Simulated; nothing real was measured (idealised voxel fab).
process module | voxel plated lines
cross-section cut | 295 nm wide | cells 5 nm
A cross-section is a grid of square cells, given in bands from the top down. A band is one or more rows of cells.
Each band's line starts with the height of the band's top and of its bottom, in nm. Then come its materials from left to right, each with its width in nm. One material with "throughout" fills the band from edge to edge. "air" is empty space.
Height 0 is the level under which the wafer as received is all one material. The lowest band goes on downwards, as in "0 down".
A width such as "30 to 40" changes by the same amount from each row of cells to the next, from the band's top row to its bottom row.
"no change" after a step means that no cell of the cross-section changed.
closed voids: empty space of 8 cells or more with no open way to the top, each as width x height at its distance from the left edge, in nm
after a step's settings: what the simulator itself notes on the step
overlay nm, on a step with a mask: how far to the right of its planned place the mask lay; to the left if negative
plan
1 op RECEIVE | material Si
2 op CONFORMAL_DEP | material Al2O3 | thk nm 10
3 op DIRECTIONAL_DEP | material TiN | thk nm 5
4 op PATTERN | tone open | mask id LINES | material resist | width nm 30 | pitch nm 60 | thk nm 20 | overlay nm 0
5 op EPI | material Ru | thk nm 10
6 op STRIP | etch materials resist
7 op DIRECTIONAL_ETCH | etch materials TiN | depth nm 5
8 op CONFORMAL_DEP | material SiN | thk nm 10
as received, after step 1
  0 down: Si throughout
  closed voids: none
a wafer at the end: this start, this plan, one mistake
  35 to 25: air 55 | SiN 180 | air 60
  25 to 20: air 55 | SiN 10 | Ru 40 | SiN 20 | Ru 40 | SiN 20 | Ru 40 | SiN 10 | air 60
  20 to 15: SiN 65 | Ru 40 | SiN 20 | Ru 40 | SiN 20 | Ru 40 | SiN 70
  15 to 10: SiN 65 | TiN 40 | SiN 20 | TiN 40 | SiN 20 | TiN 40 | SiN 70
  10 to 0: Al2O3 throughout
  0 down: Si throughout
  closed voids: none
what went wrong: step 4 ran as: op PATTERN | tone open | mask id LINES | material resist | width nm 40 | pitch nm 60 | thk nm 20 | overlay nm 0
